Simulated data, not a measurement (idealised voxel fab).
The document below concerns the process module designated voxel released beams.
For reference, the cross-section in this document is cut, with width 220 nm and square cells of 5 nm.
Bands, listed from the top down, are how a cross-section gets written in this document; the cross-section itself is a grid of square cells, and a band is one or more rows of them.
It is stipulated that each band's entry specify, in nanometres, the height of the top of the band and then that of its bottom, followed by the materials of the band in left-to-right sequence, each together with its width in nanometres. A single material marked by the word "everywhere" is understood to fill the band from edge to edge; the word "empty" is understood to denote empty space.
Beneath 0, the wafer as received is one material, and that level is where height counting begins. The lowest band goes on downward without a bottom; it is written like "0..down".
The width entry "30->40" should be interpreted row by row: the top row of cells in the band takes the first number, the bottom row takes the second number, and the change between adjacent rows is uniform throughout.
No cell of the cross-section changed in a step that is given as "left unchanged".
What "Enclosed internal cavities" gives you is every empty space of 8 cells or more that is cut off from the top. Each appears as width x height at distance, with the distance taken from the left edge and width, height and distance all in nm.
If you see something after the settings on a step's line, that's the simulator's own remark about that step.
The "overlay nm" setting may appear on a step's line; for a step that uses a mask, it gives how far to the right of its planned position the mask lay, and a negative value indicates the left.

[Steps planned for the process]
1. RECEIVE: material Si
2. CONFORMAL_DEP: material Al2O3, thk nm 10
3. DIRECTIONAL_DEP: material SiO2, thk nm 20
4. DIRECTIONAL_DEP: material aC, thk nm 10
5. PATTERN: tone open, mask id ANCHOR, material resist, width nm 45, thk nm 25, overlay nm 0
6. DIRECTIONAL_ETCH: etch materials aC, depth nm 10
7. STRIP: etch materials resist
8. DIRECTIONAL_ETCH: etch materials SiO2, depth nm 20
9. STRIP: etch materials aC
10. CONFORMAL_DEP: material polySi, thk nm 15
11. PATTERN: tone cover, mask id BEAM, material resist, width nm 130, thk nm 15, overlay nm 0
12. DIRECTIONAL_ETCH: etch materials polySi, depth nm 15
13. STRIP: etch materials resist
14. STRIP: etch materials SiO2

[Cross-section of the wafer as it came to us, i.e., already through step 1]
- 0..down = Si everywhere
- Enclosed internal cavities: none

[First of two wafers: cross-section at end of module, run per plan]
- 45..30 = empty=40 | polySi=20 | empty=15 | polySi=95 | empty=50
- 30..25 = empty=45 | polySi=15 | empty=15 | polySi=15 | empty=130
- 25..10 = empty=45 | polySi=45 | empty=130
- 10..0 = Al2O3 everywhere
- 0..down = Si everywhere
- Enclosed internal cavities: none

[Cross-section of the latter of the two wafers at module completion. It had an identical start and an identical plan to the former; in running it, one mistake was made]
- 45..30 = empty=40 | polySi=65 | empty=115
- 30..25 = empty=30 | polySi=15 | SiO2=45 | polySi=15 | empty=115
- 25..10 = empty=30 | polySi=15 | SiO2=45 | polySi=80 | empty=50
- 10..0 = Al2O3 everywhere
- 0..down = Si everywhere
- Enclosed internal cavities: none
Against the plan, the run slipped here: step 5 did not happen as planned, as run it was PATTERN: tone cover, mask id ANCHOR, material resist, width nm 45, thk nm 25, overlay nm 0
Heads up, by the end the second wafer has more or fewer cells of some materials compared to the first: 36 more of SiO2
